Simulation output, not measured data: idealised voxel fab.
process module | voxel double patterning
cross-section cut | 165 nm wide | cells 5 nm
A cross-section is a grid of square cells, given in bands from the top down. A band is one or more rows of cells.
Each band's line starts with the height of the band's top and of its bottom, in nm. Then come its materials from left to right, each with its width in nm. One material with "throughout" fills the band from edge to edge. "air" is empty space.
Height 0 is the level under which the wafer as received is all one material. The lowest band goes on downwards, as in "0 down".
A width such as "30 to 40" changes by the same amount from each row of cells to the next, from the band's top row to its bottom row.
"no change" after a step means that no cell of the cross-section changed.
closed voids: empty space of 8 cells or more with no open way to the top, each as width x height at its distance from the left edge, in nm
after a step's settings: what the simulator itself notes on the step
overlay nm, on a step with a mask: how far to the right of its planned place the mask lay; to the left if negative
plan
1 op RECEIVE | material Si
2 op CONFORMAL_DEP | material SiO2 | thk nm 5
3 op DIRECTIONAL_DEP | material TiN | thk nm 10
4 op DIRECTIONAL_DEP | material SiCN | thk nm 5
5 op MASKED_ETCH | tone open | mask id FIRST | width nm 15 | pitch nm 50 | etch materials SiCN | depth nm 5 | overlay nm 0
6 op MASKED_ETCH | tone open | mask id SECOND | width nm 15 | pitch nm 50 | etch materials SiCN | depth nm 5 | overlay nm 0
7 op DIRECTIONAL_ETCH | etch materials TiN | depth nm 10
8 op STRIP | etch materials SiCN
as received, after step 1
  0 down: Si throughout
  closed voids: none
first wafer at the end, as planned
  15 to 5: TiN 25 | air 15 | TiN 10 | air 15 | TiN 10 | air 15 | TiN 10 | air 15 | TiN 10 | air 15 | TiN 25
  5 to 0: SiO2 throughout
  0 down: Si throughout
  closed voids: none
second wafer at the end: like start, like plan, one mistake
  15 to 5: TiN 15 | air 15 | TiN 20 | air 30 | TiN 20 | air 30 | TiN 35
  5 to 0: SiO2 throughout
  0 down: Si throughout
  closed voids: none
what went wrong: step 5 ran as: op MASKED_ETCH | tone open | mask id FIRST | width nm 15 | pitch nm 50 | etch materials SiCN | depth nm 5 | overlay nm -10
at the end the second wafer has, in cells: as many of each material as the first, in other places
